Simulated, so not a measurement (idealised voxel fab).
Herein follows the process module entitled voxel self aligned vias.
Cross-section cut spans 185 nm and uses square cells 5 nm in size.
Cross-section = grid of square cells, listed top down in bands; band = one or more rows.
Look at the band entry: it leads with the top's height and the bottom's height in nm. Then it lists the materials left to right, with a width in nm for each. The word "full width" on a single material says that material fills the band edge to edge. The word "air" is empty space.
Heights are measured from 0, the level below which the as-received wafer is all one material; the lowest band has no bottom and continues downward, written as in "0 nm and below".
A two-number width, for instance "30 to 40", indicates that the width is equal to the first number in the top row of the band and to the second number in the bottom row, and that it changes by a constant amount per row of cells.
Reading "nothing altered" for a step: not a cell of the cross-section changed in it.
"Internal closed voids" lists enclosed empty spaces (at least 8 cells, no open path upward to the top), each as width x height at distance from the left edge, in nm.
The remark found on a step's line after its settings is issued by the simulator itself and pertains to that step.
overlay nm: step with mask; distance mask lay right of planned place; negative value = left of planned place.

[Process steps foreseen in the plan]
1 RECEIVE (material Si)
2 CONFORMAL_DEP (material SiO2; thk nm 15)
3 CONFORMAL_DEP (material SiCN; thk nm 5)
4 DIRECTIONAL_DEP (material SiO2; thk nm 20)
5 DIRECTIONAL_DEP (material aC; thk nm 15)
6 PATTERN (tone open; mask id LINES; material resist; width nm 20; pitch nm 70; thk nm 35; overlay nm 0)
7 DIRECTIONAL_ETCH (etch materials aC; depth nm 15)
8 STRIP (etch materials resist)
9 DIRECTIONAL_ETCH (etch materials SiO2; depth nm 20)
10 STRIP (etch materials aC)
11 CONFORMAL_DEP (material TiN; thk nm 5)
12 FILL_DEP (material W; thk nm 5)
13 CMP (height nm 40)
14 SELECTIVE_ETCH (etch materials W Ru TiN; depth nm 5)
15 FILL_DEP (material SiN; thk nm 5)
16 CMP (height nm 40)
17 DIRECTIONAL_DEP (material SiO2; thk nm 20)
18 DIRECTIONAL_DEP (material aC; thk nm 15)
19 PATTERN (tone open; mask id VIAS; material resist; width nm 40; thk nm 30; overlay nm 0)
20 DIRECTIONAL_ETCH (etch materials aC; depth nm 15)
21 STRIP (etch materials resist)
22 DIRECTIONAL_ETCH (etch materials SiO2; depth nm 20)
23 DIRECTIONAL_ETCH (etch materials SiN; depth nm 5)
24 STRIP (etch materials aC)
25 CONFORMAL_DEP (material TiN; thk nm 5)
26 FILL_DEP (material Cu; thk nm 5)
27 CMP (height nm 60)
28 CONFORMAL_DEP (material SiCN; thk nm 5)

[Cross-section of the wafer as it came to us, i.e., already through step 1]
0 nm and below | Si full width
Internal closed voids: none

[The following cross-section depicts the wafer upon conclusion of the module. Processing commenced from the starting condition illustrated above and adhered to the plan illustrated above, save for one mistake in execution]
65 nm to 60 nm | SiCN full width
60 nm to 45 nm | SiO2 35 | TiN 5 | Cu 30 | TiN 5 | SiO2 110
45 nm to 40 nm | SiO2 35 | TiN 15 | Cu 10 | TiN 15 | SiO2 110
40 nm to 35 nm | SiO2 45 | TiN 20 | SiO2 50 | SiN 20 | SiO2 50
35 nm to 30 nm | SiCN full width
30 nm to 0 nm | SiO2 full width
0 nm and below | Si full width
Internal closed voids: none
Where did the run depart from the plan? step 2 in the plan was executed twice
